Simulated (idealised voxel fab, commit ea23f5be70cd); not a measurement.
The process module that follows is named voxel double patterning.
The cross-section shown here is cut; it is 255 nm wide and divided into square cells measuring 5 nm on a side.
Bands, listed from the top down, are how a cross-section gets written in this document; the cross-section itself is a grid of square cells, and a band is one or more rows of them. Within each band entry, the heights of the top and of the bottom of the band appear first, in that order and in nm; the materials of the band then follow from left to right, each with its corresponding width in nm. The designation "full width" on a single material indicates that it fills the band from edge to edge; the designation "air" indicates empty space. Note: height 0 marks the level under which the wafer is uniformly one material as received. Lowest band unbounded below, written "0..down". Think of "30 to 40" as a width that walks from the first number to the second as you go down the band, top row to bottom row, taking equal-sized steps from row to row. It should be understood that the words "same as before", when stated for a given step, signify that the cross-section underwent no change in any of its cells during that step. Entry "Cavities, closed" = empty spaces >= 8 cells with no open way to the top; each as width x height at distance, distance from left edge, all nm. The remark found on a step's line after its settings is issued by the simulator itself and pertains to that step. "overlay nm" denotes, for a step that has a mask, the displacement of the mask to the right of its planned place, with negative values corresponding to the left.

Process steps - plan:
| 1 | op RECEIVE | material Si |
| 2 | op CONFORMAL_DEP | material SiN | thk nm 10 |
| 3 | op DIRECTIONAL_DEP | material SiO2 | thk nm 15 |
| 4 | op DIRECTIONAL_DEP | material SiCN | thk nm 5 |
| 5 | op DIRECTIONAL_DEP | material aC | thk nm 10 |
| 6 | op PATTERN | tone open | mask id FIRST | material resist | width nm 15 | pitch nm 50 | thk nm 25 | overlay nm -15 |
| 7 | op DIRECTIONAL_ETCH | etch materials aC | depth nm 10 |
| 8 | op STRIP | etch materials resist |
| 9 | op DIRECTIONAL_ETCH | etch materials SiCN | depth nm 5 |
| 10 | op STRIP | etch materials aC |
| 11 | op MASKED_ETCH | tone open | mask id SECOND | width nm 15 | etch materials SiCN | depth nm 5 | overlay nm 0 |
| 12 | op DIRECTIONAL_ETCH | etch materials SiO2 | depth nm 15 |
| 13 | op STRIP | etch materials SiCN |
All wafers enter the flow in the same state. The overlay nm at step 6 differs from wafer to wafer, and the plan gives the value for the first wafer.

Step 1 complete: as-received cross-section of the first of several wafers:
* 0..down  Si full width
* Cavities, closed: none

The first of several wafers, seen in cross-section after the module's last step, step 13:
* 25..10  80 nm SiO2; 15 nm air; 25 nm SiO2; 25 nm air; 110 nm SiO2
* 10..0  SiN full width
* 0..down  Si full width
* Cavities, closed: none

Final wafer cross-section at module end:
* 25..10  110 nm SiO2; 25 nm air; 25 nm SiO2; 15 nm air; 80 nm SiO2
* 10..0  SiN full width
* 0..down  Si full width
* Cavities, closed: none

Rows = wafers. At module end, each row lists per material the cells gained (+) or lost (-) since the wafer was received, then the closed voids:
overlay nm -15 | +102 SiN | +129 SiO2 | Cavities, closed: none
overlay nm -10 | +102 SiN | +126 SiO2 | Cavities, closed: none
overlay nm -5 | +102 SiN | +126 SiO2 | Cavities, closed: none
overlay nm 0 | +102 SiN | +126 SiO2 | Cavities, closed: none
overlay nm 5 | +102 SiN | +126 SiO2 | Cavities, closed: none
overlay nm 10 | +102 SiN | +126 SiO2 | Cavities, closed: none
overlay nm 15 | +102 SiN | +129 SiO2 | Cavities, closed: none
